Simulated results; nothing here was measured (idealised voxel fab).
The following process module bears the name voxel wiring stack.
Cross-sectional view cut (width: 275 nm; square cell size: 5 nm).
Cross-section spec: square-cell grid; bands listed top down; each band is one or more rows. A band entry consists of two parts. The first gives the height of the band's top and the height of its bottom, in nm. The rest lists the band's materials from left to right, each with its width in nm. A single material labelled with the word "everywhere" fills the band from edge to edge, and the word "air" marks empty space. Height datum 0, below which the as-received substrate wafer is one material. Lowest band open at the bottom, running downward: "0..down". So if you see something like "30..40" for the width, read it as the top row of the band sitting at the first number and the bottom row at the second, with every row in between moving by the same amount as the last. No cell of the cross-section changed in a step that is given as "stayed the same". Basically, "Sealed voids" tells you about the enclosed voids: empty spaces with no open way to the top, 8 cells or bigger, each written width x height at distance, where distance is from the left edge, all in nm. Past the settings on a step's line: simulator remark, on that step. overlay nm: mask offset rightward from planned place, masked step; negative means leftward offset.
[Here's what the planned process steps look like]
1) RECEIVE (material Si)
2) CONFORMAL_DEP (material SiO2; thk nm 10)
3) DIRECTIONAL_DEP (material TiN; thk nm 5)
4) DIRECTIONAL_DEP (material Ru; thk nm 20)
5) DIRECTIONAL_DEP (material aC; thk nm 10)
6) PATTERN (tone cover; mask id METAL_1; material resist; width nm 25; pitch nm 40; thk nm 25; overlay nm 0)
7) DIRECTIONAL_ETCH (etch materials aC; depth nm 10)
8) STRIP (etch materials resist)
9) DIRECTIONAL_ETCH (etch materials Ru; depth nm 20)
10) DIRECTIONAL_ETCH (etch materials TiN; depth nm 5)
11) STRIP (etch materials aC)
12) CONFORMAL_DEP (material SiN; thk nm 5)
13) FILL_DEP (material lowk; thk nm 5)
14) CMP (height nm 35)
15) CONFORMAL_DEP (material SiCN; thk nm 5)
16) DIRECTIONAL_DEP (material lowk; thk nm 20)
17) PATTERN (tone open; mask id PLUG_1; material resist; width nm 15; pitch nm 80; thk nm 20; overlay nm 0)
18) DIRECTIONAL_ETCH (etch materials lowk; depth nm 20)
19) DIRECTIONAL_ETCH (etch materials SiCN; depth nm 5)
20) STRIP (etch materials resist)
21) EPI (material Ru; thk nm 10)
22) EPI (material Ru; thk nm 10)
23) EPI (material Ru; thk nm 5)
24) DIRECTIONAL_DEP (material TiN; thk nm 5)
25) DIRECTIONAL_DEP (material W; thk nm 15)
26) DIRECTIONAL_DEP (material aC; thk nm 10)
27) PATTERN (tone cover; mask id METAL_2; material resist; width nm 25; pitch nm 40; thk nm 30; overlay nm 0)
28) DIRECTIONAL_ETCH (etch materials aC; depth nm 10)
29) STRIP (etch materials resist)
30) DIRECTIONAL_ETCH (etch materials W; depth nm 25)
31) DIRECTIONAL_ETCH (etch materials TiN; depth nm 5)
32) STRIP (etch materials aC)
33) FILL_DEP (material lowk; thk nm 10)
34) CMP (height nm 90)
35) CONFORMAL_DEP (material SiN; thk nm 5)
The value of thk nm given for step 25 in the plan refers to the first wafer; the wafers vary in this setting and are alike at the start.
[Cross-sectional view of the first of several wafers in the as-received condition, corresponding to the state following step 1]
	0..down = Si everywhere
	Sealed voids: none
[End of the module, past its last step, step 35: how the first of several wafers looks in cross-section]
	95..90 = SiN everywhere
	90..80 = lowk everywhere
	80..65 = lowk 65  W 25  lowk 15  W 25  lowk 15  W 25  lowk 15  W 25  lowk 65
	65..60 = lowk 65  TiN 25  lowk 15  TiN 25  lowk 15  TiN 25  lowk 15  TiN 25  lowk 65
	60..40 = lowk 65  Ru 15  lowk 65  Ru 15  lowk 115
	40..35 = SiCN 65  Ru 15  SiCN 65  Ru 15  SiCN 115
	35..15 = lowk 60  SiN 5  Ru 25  SiN 5  lowk 5  SiN 5  Ru 25  SiN 5  lowk 5  SiN 5  Ru 25  SiN 5  lowk 5  SiN 5  Ru 25  SiN 5  lowk 60
	15..10 = SiN 65  TiN 25  SiN 15  TiN 25  SiN 15  TiN 25  SiN 15  TiN 25  SiN 65
	10..0 = SiO2 everywhere
	0..down = Si everywhere
	Sealed voids: none
[Last wafer, end of module, cross-section]
	95..90 = SiN everywhere
	90..80 = lowk 65  W 25  lowk 15  W 25  lowk 15  W 25  lowk 15  W 25  lowk 65
	80..65 = W everywhere
	65..60 = TiN everywhere
	60..40 = lowk 65  Ru 15  lowk 65  Ru 15  lowk 115
	40..35 = SiCN 65  Ru 15  SiCN 65  Ru 15  SiCN 115
	35..15 = lowk 60  SiN 5  Ru 25  SiN 5  lowk 5  SiN 5  Ru 25  SiN 5  lowk 5  SiN 5  Ru 25  SiN 5  lowk 5  SiN 5  Ru 25  SiN 5  lowk 60
	15..10 = SiN 65  TiN 25  SiN 15  TiN 25  SiN 15  TiN 25  SiN 15  TiN 25  SiN 65
	10..0 = SiO2 everywhere
	0..down = Si everywhere
	Sealed voids: none
[each wafer at the end: cells of each material gained (+) or lost (-) since it was received, then its closed voids]
thk nm 15; +110 Ru; +49 SiCN; +122 SiN; +110 SiO2; +40 TiN; +60 W; +554 lowk; Sealed voids: none
thk nm 20; +110 Ru; +49 SiCN; +122 SiN; +110 SiO2; +40 TiN; +80 W; +534 lowk; Sealed voids: none
thk nm 25; +110 Ru; +49 SiCN; +122 SiN; +110 SiO2; +40 TiN; +100 W; +514 lowk; Sealed voids: none
thk nm 30; +110 Ru; +49 SiCN; +122 SiN; +110 SiO2; +75 TiN; +135 W; +444 lowk; Sealed voids: none
thk nm 35; +110 Ru; +49 SiCN; +122 SiN; +110 SiO2; +75 TiN; +170 W; +409 lowk; Sealed voids: none
thk nm 40; +110 Ru; +49 SiCN; +122 SiN; +110 SiO2; +75 TiN; +205 W; +374 lowk; Sealed voids: none
